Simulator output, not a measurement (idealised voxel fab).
The process module presented herein is designated voxel gate over fins.
Cross-section cut: width 275 nm, square cells of 5 nm.
Cross-section layout: square cells on a grid; listed as bands, top to bottom; a band spans one or more cell rows. Each band's line starts with the height of the band's top and of its bottom, in nm. Then come its materials from left to right, each with its width in nm. One material with "throughout" fills the band from edge to edge. "empty" is empty space. Heights from 0 (as-received wafer is one material below). Bottom band endless downward, as "z 0 and below". The two numbers in a width such as "30 to 40" mark its ends across the band: the first belongs to the top row of cells, the second to the bottom row, and from each row to the next the width moves by the same amount. The designation "nothing altered", where it is given for a processing step, indicates that no cell of the cross-section was altered in the course of that step. "Enclosed cavities" specifies each empty space that is not open to the top and that occupies no fewer than 8 cells, using the form width x height at distance, the distance measured from the left edge and all three quantities in nm. Whatever follows a step's settings on its line is a remark the simulator itself makes about that step. Steps that use a mask can have "overlay nm" on their line. It says how far the mask sat to the right of where it was meant to be. Negative means to the left. Each pair below shows a cross-section before one step and the cross-section after it, down to the lowest band that changed. The line under each pair gives the step between them, with its settings. The pairs can come from different runs of this module on the same starting wafer, so a pair continues from the pair above only where its "Preceding state" says so.

Preceding state
> z 5 to 0  70 nm empty, then 25 nm HfO2, then 30 nm empty, then 25 nm HfO2, then 30 nm empty, then 25 nm HfO2, then 70 nm empty
> z 0 to -35  70 nm empty, then 5 nm HfO2, then 15 nm Si, then 5 nm HfO2, then 30 nm empty, then 5 nm HfO2, then 15 nm Si, then 5 nm HfO2, then 30 nm empty, then 5 nm HfO2, then 15 nm Si, then 5 nm HfO2, then 70 nm empty
> z -35 to -40  75 nm HfO2, then 15 nm Si, then 40 nm HfO2, then 15 nm Si, then 40 nm HfO2, then 15 nm Si, then 75 nm HfO2
> z -40 and below  Si throughout
> Enclosed cavities: none

Result of Step
> z 10 to 5  65 nm empty, then 35 nm TiN, then 20 nm empty, then 35 nm TiN, then 20 nm empty, then 35 nm TiN, then 65 nm empty
> z 5 to 0  65 nm empty, then 5 nm TiN, then 25 nm HfO2, then 5 nm TiN, then 20 nm empty, then 5 nm TiN, then 25 nm HfO2, then 5 nm TiN, then 20 nm empty, then 5 nm TiN, then 25 nm HfO2, then 5 nm TiN, then 65 nm empty
> z 0 to -30  65 nm empty, then 5 nm TiN, then 5 nm HfO2, then 15 nm Si, then 5 nm HfO2, then 5 nm TiN, then 20 nm empty, then 5 nm TiN, then 5 nm HfO2, then 15 nm Si, then 5 nm HfO2, then 5 nm TiN, then 20 nm empty, then 5 nm TiN, then 5 nm HfO2, then 15 nm Si, then 5 nm HfO2, then 5 nm TiN, then 65 nm empty
> z -30 to -35  70 nm TiN, then 5 nm HfO2, then 15 nm Si, then 5 nm HfO2, then 30 nm TiN, then 5 nm HfO2, then 15 nm Si, then 5 nm HfO2, then 30 nm TiN, then 5 nm HfO2, then 15 nm Si, then 5 nm HfO2, then 70 nm TiN
> Unchanged below -35.
> Enclosed cavities: none
Processing between the before and after sections above: CONFORMAL_DEP,material TiN,thk nm 5

Preceding state: after-step cross-section of the pair just above applies.

Result of Step
> z 25 to 10  W throughout
> z 10 to 5  65 nm W, then 35 nm TiN, then 20 nm W, then 35 nm TiN, then 20 nm W, then 35 nm TiN, then 65 nm W
> z 5 to 0  65 nm W, then 5 nm TiN, then 25 nm HfO2, then 5 nm TiN, then 20 nm W, then 5 nm TiN, then 25 nm HfO2, then 5 nm TiN, then 20 nm W, then 5 nm TiN, then 25 nm HfO2, then 5 nm TiN, then 65 nm W
> z 0 to -30  65 nm W, then 5 nm TiN, then 5 nm HfO2, then 15 nm Si, then 5 nm HfO2, then 5 nm TiN, then 20 nm W, then 5 nm TiN, then 5 nm HfO2, then 15 nm Si, then 5 nm HfO2, then 5 nm TiN, then 20 nm W, then 5 nm TiN, then 5 nm HfO2, then 15 nm Si, then 5 nm HfO2, then 5 nm TiN, then 65 nm W
> Unchanged below -30.
> Enclosed cavities: none
Processing between the before and after sections above: FILL_DEP,material W,thk nm 15

Preceding state: after-step cross-section of the pair just above applies.

Result of Step
> z 20 to 10  W throughout
> Unchanged below 10.
> Enclosed cavities: none
Processing between the before and after sections above: CMP,height nm 20

Preceding state: after-step cross-section of the pair just above applies.

Result of Step
> z 25 to 20  SiCN throughout
> Unchanged below 20.
> Enclosed cavities: none
Processing between the before and after sections above: CONFORMAL_DEP,material SiCN,thk nm 5

Preceding state
> z 10 to 0  75 nm SiO2, then 15 nm SiN, then 40 nm SiO2, then 15 nm SiN, then 40 nm SiO2, then 15 nm SiN, then 75 nm SiO2
> z 0 to -40  75 nm SiO2, then 15 nm Si, then 40 nm SiO2, then 15 nm Si, then 40 nm SiO2, then 15 nm Si, then 75 nm SiO2
> z -40 and below  Si throughout
> Enclosed cavities: none

Result of Step
> z 30 to 10  100 nm empty, then 15 nm resist, then 160 nm empty
> Unchanged below 10.
> Enclosed cavities: none
Processing between the before and after sections above: PATTERN,tone cover,mask id RAIL,material resist,width nm 15,thk nm 20,overlay nm 0

Preceding state: after-step cross-section of the pair just above applies.

Result of Step
> z 30 to 10  100 nm empty, then 15 nm resist, then 160 nm empty
> z 10 to 0  75 nm empty, then 15 nm SiN, then 10 nm empty, then 15 nm SiO2, then 15 nm empty, then 15 nm SiN, then 40 nm empty, then 15 nm SiN, then 75 nm empty
> z 0 to -35  75 nm empty, then 15 nm Si, then 10 nm empty, then 15 nm SiO2, then 15 nm empty, then 15 nm Si, then 40 nm empty, then 15 nm Si, then 75 nm empty
> Unchanged below -35.
> Enclosed cavities: none
Processing between the before and after sections above: DIRECTIONAL_ETCH,etch materials SiO2,depth nm 45

Preceding state: after-step cross-section of the pair just above applies.

Result of Step
> z 10 to 0  75 nm empty, then 15 nm SiN, then 10 nm empty, then 15 nm SiO2, then 15 nm empty, then 15 nm SiN, then 40 nm empty, then 15 nm SiN, then 75 nm empty
> Unchanged below 0.
> Enclosed cavities: none
Processing between the before and after sections above: STRIP,etch materials resist

Preceding state: after-step cross-section of the pair just above applies.

Result of Step
> z 15 to 10  70 nm empty, then 50 nm TiN, then 5 nm empty, then 25 nm TiN, then 30 nm empty, then 25 nm TiN, then 70 nm empty
> z 10 to 0  70 nm empty, then 5 nm TiN, then 15 nm SiN, then 10 nm TiN, then 15 nm SiO2, then 5 nm TiN, then 5 nm empty, then 5 nm TiN, then 15 nm SiN, then 5 nm TiN, then 30 nm empty, then 5 nm TiN, then 15 nm SiN, then 5 nm TiN, then 70 nm empty
> z 0 to -30  70 nm empty, then 5 nm TiN, then 15 nm Si, then 10 nm TiN, then 15 nm SiO2, then 5 nm TiN, then 5 nm empty, then 5 nm TiN, then 15 nm Si, then 5 nm TiN, then 30 nm empty, then 5 nm TiN, then 15 nm Si, then 5 nm TiN, then 70 nm empty
> z -30 to -35  75 nm TiN, then 15 nm Si, then 10 nm TiN, then 15 nm SiO2, then 15 nm TiN, then 15 nm Si, then 40 nm TiN, then 15 nm Si, then 75 nm TiN
> Unchanged below -35.
> Enclosed cavities: none
Processing between the before and after sections above: CONFORMAL_DEP,material TiN,thk nm 5

Preceding state: after-step cross-section of the pair just above applies.

Result of Step
> z 20 to 15  W throughout
> z 15 to 10  70 nm W, then 50 nm TiN, then 5 nm W, then 25 nm TiN, then 30 nm W, then 25 nm TiN, then 70 nm W
> z 10 to 0  70 nm W, then 5 nm TiN, then 15 nm SiN, then 10 nm TiN, then 15 nm SiO2, then 5 nm TiN, then 5 nm W, then 5 nm TiN, then 15 nm SiN, then 5 nm TiN, then 30 nm W, then 5 nm TiN, then 15 nm SiN, then 5 nm TiN, then 70 nm W
> z 0 to -30  70 nm W, then 5 nm TiN, then 15 nm Si, then 10 nm TiN, then 15 nm SiO2, then 5 nm TiN, then 5 nm W, then 5 nm TiN, then 15 nm Si, then 5 nm TiN, then 30 nm W, then 5 nm TiN, then 15 nm Si, then 5 nm TiN, then 70 nm W
> Unchanged below -30.
> Enclosed cavities: none
Processing between the before and after sections above: FILL_DEP,material W,thk nm 5

Preceding state: after-step cross-section of the pair just above applies.

Result of Step
> z 10 to 0  70 nm W, then 5 nm TiN, then 15 nm SiN, then 10 nm TiN, then 15 nm SiO2, then 5 nm TiN, then 5 nm W, then 5 nm TiN, then 15 nm SiN, then 5 nm TiN, then 30 nm W, then 5 nm TiN, then 15 nm SiN, then 5 nm TiN, then 70 nm W
> Unchanged below 0.
> Enclosed cavities: none
Processing between the before and after sections above: CMP,height nm 10

Preceding state: after-step cross-section of the pair just above applies.

Result of Step
> z 10 to 0  75 nm empty, then 15 nm SiN, then 10 nm empty, then 15 nm SiO2, then 15 nm empty, then 15 nm SiN, then 40 nm empty, then 15 nm SiN, then 75 nm empty
> z 0 to -20  75 nm empty, then 15 nm Si, then 10 nm empty, then 15 nm SiO2, then 15 nm empty, then 15 nm Si, then 40 nm empty, then 15 nm Si, then 75 nm empty
> Unchanged below -20.
> Enclosed cavities: none
Processing between the before and after sections above: SELECTIVE_ETCH,etch materials W Ru TiN,depth nm 30

Preceding state: after-step cross-section of the pair just above applies.

Result of Step
> z 15 to 10  SiO2 throughout
> z 10 to 0  75 nm SiO2, then 15 nm SiN, then 40 nm SiO2, then 15 nm SiN, then 40 nm SiO2, then 15 nm SiN, then 75 nm SiO2
> z 0 to -20  75 nm SiO2, then 15 nm Si, then 40 nm SiO2, then 15 nm Si, then 40 nm SiO2, then 15 nm Si, then 75 nm SiO2
> Unchanged below -20.
> Enclosed cavities: none
Processing between the before and after sections above: FILL_DEP,material SiO2,thk nm 5

Preceding state: after-step cross-section of the pair just above applies.

Result of Step
> z 10 to 0  75 nm SiO2, then 15 nm SiN, then 40 nm SiO2, then 15 nm SiN, then 40 nm SiO2, then 15 nm SiN, then 75 nm SiO2
> Unchanged below 0.
> Enclosed cavities: none
Processing between the before and after sections above: CMP,height nm 10

Preceding state: after-step cross-section of the pair just above applies.

Result of Step
> z 10 to 0  75 nm empty, then 15 nm SiN, then 40 nm empty, then 15 nm SiN, then 40 nm empty, then 15 nm SiN, then 75 nm empty
> z 0 to -15  75 nm empty, then 15 nm Si, then 40 nm empty, then 15 nm Si, then 40 nm empty, then 15 nm Si, then 75 nm empty
> Unchanged below -15.
> Enclosed cavities: none
Processing between the before and after sections above: SELECTIVE_ETCH,etch materials SiO2,depth nm 25

Preceding state: after-step cross-section of the pair just above applies.

Result of Step
> z 0 to -15  75 nm empty, then 15 nm Si, then 40 nm empty, then 15 nm Si, then 40 nm empty, then 15 nm Si, then 75 nm empty
> Unchanged below -15.
> Enclosed cavities: none
Processing between the before and after sections above: STRIP,etch materials SiN

Preceding state: after-step cross-section of the pair just above applies.

Result of Step
> z 5 to 0  70 nm empty, then 25 nm HfO2, then 30 nm empty, then 25 nm HfO2, then 30 nm empty, then 25 nm HfO2, then 70 nm empty
> z 0 to -10  70 nm empty, then 5 nm HfO2, then 15 nm Si, then 5 nm HfO2, then 30 nm empty, then 5 nm HfO2, then 15 nm Si, then 5 nm HfO2, then 30 nm empty, then 5 nm HfO2, then 15 nm Si, then 5 nm HfO2, then 70 nm empty
> z -10 to -15  75 nm HfO2, then 15 nm Si, then 40 nm HfO2, then 15 nm Si, then 40 nm HfO2, then 15 nm Si, then 75 nm HfO2
> Unchanged below -15.
> Enclosed cavities: none
Processing between the before and after sections above: CONFORMAL_DEP,material HfO2,thk nm 5

Preceding state: after-step cross-section of the pair just above applies.

Result of Step
> z 10 to 5  65 nm empty, then 35 nm TiN, then 20 nm empty, then 35 nm TiN, then 20 nm empty, then 35 nm TiN, then 65 nm empty
> z 5 to 0  65 nm empty, then 5 nm TiN, then 25 nm HfO2, then 5 nm TiN, then 20 nm empty, then 5 nm TiN, then 25 nm HfO2, then 5 nm TiN, then 20 nm empty, then 5 nm TiN, then 25 nm HfO2, then 5 nm TiN, then 65 nm empty
> z 0 to -5  65 nm empty, then 5 nm TiN, then 5 nm HfO2, then 15 nm Si, then 5 nm HfO2, then 5 nm TiN, then 20 nm empty, then 5 nm TiN, then 5 nm HfO2, then 15 nm Si, then 5 nm HfO2, then 5 nm TiN, then 20 nm empty, then 5 nm TiN, then 5 nm HfO2, then 15 nm Si, then 5 nm HfO2, then 5 nm TiN, then 65 nm empty
> z -5 to -10  70 nm TiN, then 5 nm HfO2, then 15 nm Si, then 5 nm HfO2, then 30 nm TiN, then 5 nm HfO2, then 15 nm Si, then 5 nm HfO2, then 30 nm TiN, then 5 nm HfO2, then 15 nm Si, then 5 nm HfO2, then 70 nm TiN
> Unchanged below -10.
> Enclosed cavities: none
Processing between the before and after sections above: CONFORMAL_DEP,material TiN,thk nm 5

Preceding state: after-step cross-section of the pair just above applies.

Result of Step
> z 25 to 10  W throughout
> z 10 to 5  65 nm W, then 35 nm TiN, then 20 nm W, then 35 nm TiN, then 20 nm W, then 35 nm TiN, then 65 nm W
> z 5 to 0  65 nm W, then 5 nm TiN, then 25 nm HfO2, then 5 nm TiN, then 20 nm W, then 5 nm TiN, then 25 nm HfO2, then 5 nm TiN, then 20 nm W, then 5 nm TiN, then 25 nm HfO2, then 5 nm TiN, then 65 nm W
> z 0 to -5  65 nm W, then 5 nm TiN, then 5 nm HfO2, then 15 nm Si, then 5 nm HfO2, then 5 nm TiN, then 20 nm W, then 5 nm TiN, then 5 nm HfO2, then 15 nm Si, then 5 nm HfO2, then 5 nm TiN, then 20 nm W, then 5 nm TiN, then 5 nm HfO2, then 15 nm Si, then 5 nm HfO2, then 5 nm TiN, then 65 nm W
> Unchanged below -5.
> Enclosed cavities: none
Processing between the before and after sections above: FILL_DEP,material W,thk nm 15

Preceding state: after-step cross-section of the pair just above applies.

Result of Step
> z 20 to 10  W throughout
> Unchanged below 10.
> Enclosed cavities: none
Processing between the before and after sections above: CMP,height nm 20

Preceding state: after-step cross-section of the pair just above applies.

Result of Step
> z 25 to 20  SiCN throughout
> Unchanged below 20.
> Enclosed cavities: none
Processing between the before and after sections above: CONFORMAL_DEP,material SiCN,thk nm 5
